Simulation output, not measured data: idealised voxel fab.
The following is a process module called voxel tone inversion.
FYI the section here is cut, 170 nm wide, cells are 5 nm squares.
Cross-section spec: square-cell grid; bands listed top down; each band is one or more rows.
Each band's line starts with the height of the band's top and of its bottom, in nm. Then come its materials from left to right, each with its width in nm. One material with "edge to edge" fills the band from edge to edge. "blank" is empty space.
Heights are reckoned from 0. Under this level, the received wafer is all of one material. The bottommost band is open-ended downward, for example "0..down".
Graded width ("30 to 40"): value in top row of band = first number; value in bottom row = second number; row-to-row change constant.
"no modification" for a step: no cell of the cross-section changed in that step.
Each empty space that has no open way to the top and spans at least 8 cells appears under "Internal closed voids" as width x height at distance, the distance counted from the left edge, all in nm.
If you see something after the settings on a step's line, that's the simulator's own remark about that step.
"overlay nm" answers the question of how far to the right of plan the mask lay on a step that has a mask, and when it is negative the answer is to the left.

THESE ARE THE STEPS WE PLANNED FOR THE PROCESS
1 RECEIVE: material Si
2 CONFORMAL_DEP: material SiN, thk nm 5
3 DIRECTIONAL_DEP: material aC, thk nm 15
4 PATTERN: tone cover, mask id POSTS, material resist, width nm 20, pitch nm 40, thk nm 20, overlay nm 0
5 DIRECTIONAL_ETCH: etch materials aC, depth nm 15
6 STRIP: etch materials resist
7 FILL_DEP: material SiO2, thk nm 5
8 CMP: height nm 20
9 STRIP: etch materials aC

HERE'S WHAT THE WAFER LOOKED LIKE IN CROSS-SECTION WHEN IT ARRIVED - THAT'S AFTER STEP 1
0..down  Si edge to edge
Internal closed voids: none

HERE'S THE CROSS-SECTION OF THE FIRST OF OUR TWO WAFERS AT THE END OF THE MODULE - IT RAN AS PLANNED
20..5  SiO2: 15; blank: 20; SiO2: 20; blank: 20; SiO2: 20; blank: 20; SiO2: 20; blank: 20; SiO2: 15
5..0  SiN edge to edge
0..down  Si edge to edge
Internal closed voids: none

MODULE END: CROSS-SECTION OF WAFER TWO OF TWO. SAME START AND PROCESS PLAN AS THE FIRST WAFER. ONE MISTAKE DURING EXECUTION
20..5  blank: 15; SiO2: 20; blank: 20; SiO2: 20; blank: 20; SiO2: 20; blank: 20; SiO2: 20; blank: 15
5..0  SiN edge to edge
0..down  Si edge to edge
Internal closed voids: none
Heads up, the wafer didn't run the way we planned it: the process deviated at step 4: the operation and settings actually run there were PATTERN: tone open, mask id POSTS, material resist, width nm 20, pitch nm 40, thk nm 20, overlay nm 0
Bottom line after processing is that, in cells, the second wafer is up or down on some materials versus the first: -6 SiO2
